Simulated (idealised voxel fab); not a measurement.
Presented below is a process module, voxel trench capacitor.
Section shown: cut. Width: 245 nm. Cell size: 5 nm, square.
In this document a cross-section is written as a grid of square cells. It is given as a series of bands, listed from the top down, and a band is one or more rows of cells. In this notation a band is specified by the heights of its top and bottom, in that order and in nm, after which its materials appear from left to right, each paired with its width in nm. The word "edge to edge" attached to a single material means that material fills the band from edge to edge; the word "blank" stands for empty space. The reference from which all heights are counted is 0, the level beneath which the as-received wafer is entirely one material; the lowest band, having no lower bound, proceeds downward and is written after the example "from 0 down". Width spec "30->40" -> top row of cells at first value, bottom row at second value, equal per-row change in between. "no modification" -> step changed no cross-section cell. "Closed void list" enumerates empty spaces isolated from the top, with no open way to it, that contain at least 8 cells, giving each as width x height at distance from the left edge, all three in nm. after a step's settings: what the simulator itself notes on the step. On any step carrying a mask, the "overlay nm" setting, if present on the step's line, tells how far right of its planned place the mask lay; negative values point to the left.

Planned process steps:
1: op RECEIVE | material Si
2: op CONFORMAL_DEP | material SiN | thk nm 10
3: op PATTERN | tone open | mask id TRENCH | material resist | width nm 25 | pitch nm 55 | thk nm 20 | overlay nm 0
4: op DIRECTIONAL_ETCH | etch materials SiN | depth nm 10
5: op DIRECTIONAL_ETCH | etch materials Si | depth nm 25
6: op STRIP | etch materials resist
7: op CONFORMAL_DEP | material Al2O3 | thk nm 5
8: op CONFORMAL_DEP | material TiN | thk nm 5
9: op FILL_DEP | material W | thk nm 10
10: op CMP | height nm 10

First of the two wafers, run per plan:

Incoming wafer, cross-sectional view, post step 1:
  from 0 down  Si edge to edge
  Closed void list: none

You're looking at a cross-section of the wafer after step 2:
  from 10 to 0  SiN edge to edge
  Whatever lies below 0 is exactly as it was before.

You're looking at a cross-section of the wafer after step 3:
  from 30 to 10  resist: 55, blank: 25, resist: 30, blank: 25, resist: 30, blank: 25, resist: 55
  Whatever lies below 10 is exactly as it was before.

You're looking at a cross-section of the wafer after step 4:
  from 30 to 10  resist: 55, blank: 25, resist: 30, blank: 25, resist: 30, blank: 25, resist: 55
  from 10 to 0  SiN: 55, blank: 25, SiN: 30, blank: 25, SiN: 30, blank: 25, SiN: 55
  Whatever lies below 0 is exactly as it was before.

You're looking at a cross-section of the wafer after step 5:
  from 30 to 10  resist: 55, blank: 25, resist: 30, blank: 25, resist: 30, blank: 25, resist: 55
  from 10 to 0  SiN: 55, blank: 25, SiN: 30, blank: 25, SiN: 30, blank: 25, SiN: 55
  from 0 to -25  Si: 55, blank: 25, Si: 30, blank: 25, Si: 30, blank: 25, Si: 55
  Whatever lies below -25 is exactly as it was before.

You're looking at a cross-section of the wafer after step 6:
  from 10 to 0  SiN: 55, blank: 25, SiN: 30, blank: 25, SiN: 30, blank: 25, SiN: 55
  Whatever lies below 0 is exactly as it was before.

You're looking at a cross-section of the wafer after step 7:
  from 15 to 10  Al2O3: 60, blank: 15, Al2O3: 40, blank: 15, Al2O3: 40, blank: 15, Al2O3: 60
  from 10 to 0  SiN: 55, Al2O3: 5, blank: 15, Al2O3: 5, SiN: 30, Al2O3: 5, blank: 15, Al2O3: 5, SiN: 30, Al2O3: 5, blank: 15, Al2O3: 5, SiN: 55
  from 0 to -20  Si: 55, Al2O3: 5, blank: 15, Al2O3: 5, Si: 30, Al2O3: 5, blank: 15, Al2O3: 5, Si: 30, Al2O3: 5, blank: 15, Al2O3: 5, Si: 55
  from -20 to -25  Si: 55, Al2O3: 25, Si: 30, Al2O3: 25, Si: 30, Al2O3: 25, Si: 55
  Whatever lies below -25 is exactly as it was before.

You're looking at a cross-section of the wafer after step 8:
  from 20 to 15  TiN: 65, blank: 5, TiN: 50, blank: 5, TiN: 50, blank: 5, TiN: 65
  from 15 to 10  Al2O3: 60, TiN: 5, blank: 5, TiN: 5, Al2O3: 40, TiN: 5, blank: 5, TiN: 5, Al2O3: 40, TiN: 5, blank: 5, TiN: 5, Al2O3: 60
  from 10 to 0  SiN: 55, Al2O3: 5, TiN: 5, blank: 5, TiN: 5, Al2O3: 5, SiN: 30, Al2O3: 5, TiN: 5, blank: 5, TiN: 5, Al2O3: 5, SiN: 30, Al2O3: 5, TiN: 5, blank: 5, TiN: 5, Al2O3: 5, SiN: 55
  from 0 to -15  Si: 55, Al2O3: 5, TiN: 5, blank: 5, TiN: 5, Al2O3: 5, Si: 30, Al2O3: 5, TiN: 5, blank: 5, TiN: 5, Al2O3: 5, Si: 30, Al2O3: 5, TiN: 5, blank: 5, TiN: 5, Al2O3: 5, Si: 55
  from -15 to -20  Si: 55, Al2O3: 5, TiN: 15, Al2O3: 5, Si: 30, Al2O3: 5, TiN: 15, Al2O3: 5, Si: 30, Al2O3: 5, TiN: 15, Al2O3: 5, Si: 55
  Whatever lies below -20 is exactly as it was before.

You're looking at a cross-section of the wafer after step 9:
  from 30 to 20  W edge to edge
  from 20 to 15  TiN: 65, W: 5, TiN: 50, W: 5, TiN: 50, W: 5, TiN: 65
  from 15 to 10  Al2O3: 60, TiN: 5, W: 5, TiN: 5, Al2O3: 40, TiN: 5, W: 5, TiN: 5, Al2O3: 40, TiN: 5, W: 5, TiN: 5, Al2O3: 60
  from 10 to 0  SiN: 55, Al2O3: 5, TiN: 5, W: 5, TiN: 5, Al2O3: 5, SiN: 30, Al2O3: 5, TiN: 5, W: 5, TiN: 5, Al2O3: 5, SiN: 30, Al2O3: 5, TiN: 5, W: 5, TiN: 5, Al2O3: 5, SiN: 55
  from 0 to -15  Si: 55, Al2O3: 5, TiN: 5, W: 5, TiN: 5, Al2O3: 5, Si: 30, Al2O3: 5, TiN: 5, W: 5, TiN: 5, Al2O3: 5, Si: 30, Al2O3: 5, TiN: 5, W: 5, TiN: 5, Al2O3: 5, Si: 55
  Whatever lies below -15 is exactly as it was before.

You're looking at a cross-section of the wafer after step 10:
  from 10 to 0  SiN: 55, Al2O3: 5, TiN: 5, W: 5, TiN: 5, Al2O3: 5, SiN: 30, Al2O3: 5, TiN: 5, W: 5, TiN: 5, Al2O3: 5, SiN: 30, Al2O3: 5, TiN: 5, W: 5, TiN: 5, Al2O3: 5, SiN: 55
  Whatever lies below 0 is exactly as it was before.

Okay, second wafer. Nothing different at the start, nothing different in the plan, just one mistake somewhere in the running. As far as step 2, counting that step, it's the first wafer all over again:

The second wafer cut through, at the time step 3 was supposed to be finished:
  from 30 to 10  resist: 60, blank: 15, resist: 40, blank: 15, resist: 40, blank: 15, resist: 60
  Whatever lies below 10 is exactly as it was before.

The second wafer cut through, at the time step 4 was supposed to be finished:
  from 30 to 10  resist: 60, blank: 15, resist: 40, blank: 15, resist: 40, blank: 15, resist: 60
  from 10 to 0  SiN: 60, blank: 15, SiN: 40, blank: 15, SiN: 40, blank: 15, SiN: 60
  Whatever lies below 0 is exactly as it was before.

The second wafer cut through, at the time step 5 was supposed to be finished:
  from 30 to 10  resist: 60, blank: 15, resist: 40, blank: 15, resist: 40, blank: 15, resist: 60
  from 10 to 0  SiN: 60, blank: 15, SiN: 40, blank: 15, SiN: 40, blank: 15, SiN: 60
  from 0 to -25  Si: 60, blank: 15, Si: 40, blank: 15, Si: 40, blank: 15, Si: 60
  Whatever lies below -25 is exactly as it was before.

The second wafer cut through, at the time step 6 was supposed to be finished:
  from 10 to 0  SiN: 60, blank: 15, SiN: 40, blank: 15, SiN: 40, blank: 15, SiN: 60
  Whatever lies below 0 is exactly as it was before.

The second wafer cut through, at the time step 7 was supposed to be finished:
  from 15 to 10  Al2O3: 65, blank: 5, Al2O3: 50, blank: 5, Al2O3: 50, blank: 5, Al2O3: 65
  from 10 to 0  SiN: 60, Al2O3: 5, blank: 5, Al2O3: 5, SiN: 40, Al2O3: 5, blank: 5, Al2O3: 5, SiN: 40, Al2O3: 5, blank: 5, Al2O3: 5, SiN: 60
  from 0 to -20  Si: 60, Al2O3: 5, blank: 5, Al2O3: 5, Si: 40, Al2O3: 5, blank: 5, Al2O3: 5, Si: 40, Al2O3: 5, blank: 5, Al2O3: 5, Si: 60
  from -20 to -25  Si: 60, Al2O3: 15, Si: 40, Al2O3: 15, Si: 40, Al2O3: 15, Si: 60
  Whatever lies below -25 is exactly as it was before.

The second wafer cut through, at the time step 8 was supposed to be finished:
  from 20 to 15  TiN edge to edge
  from 15 to 10  Al2O3: 65, TiN: 5, Al2O3: 50, TiN: 5, Al2O3: 50, TiN: 5, Al2O3: 65
  from 10 to 0  SiN: 60, Al2O3: 5, TiN: 5, Al2O3: 5, SiN: 40, Al2O3: 5, TiN: 5, Al2O3: 5, SiN: 40, Al2O3: 5, TiN: 5, Al2O3: 5, SiN: 60
  from 0 to -20  Si: 60, Al2O3: 5, TiN: 5, Al2O3: 5, Si: 40, Al2O3: 5, TiN: 5, Al2O3: 5, Si: 40, Al2O3: 5, TiN: 5, Al2O3: 5, Si: 60
  Whatever lies below -20 is exactly as it was before.

The second wafer cut through, at the time step 9 was supposed to be finished:
  from 30 to 20  W edge to edge
  Whatever lies below 20 is exactly as it was before.

The second wafer cut through, at the time step 10 was supposed to be finished:
  from 10 to 0  SiN: 60, Al2O3: 5, TiN: 5, Al2O3: 5, SiN: 40, Al2O3: 5, TiN: 5, Al2O3: 5, SiN: 40, Al2O3: 5, TiN: 5, Al2O3: 5, SiN: 60
  Whatever lies below 0 is exactly as it was before.
Heads up, the wafer didn't run the way we planned it: the process deviated at step 3: the operation and settings actually run there were op PATTERN | tone open | mask id TRENCH | material resist | width nm 15 | pitch nm 55 | thk nm 20 | overlay nm 0
Per the end-of-run cell counts, the second wafer holds more or fewer of some materials than the first: 6 fewer of Al2O3; 30 more of Si; 12 more of SiN; 21 fewer of TiN; 15 fewer of W
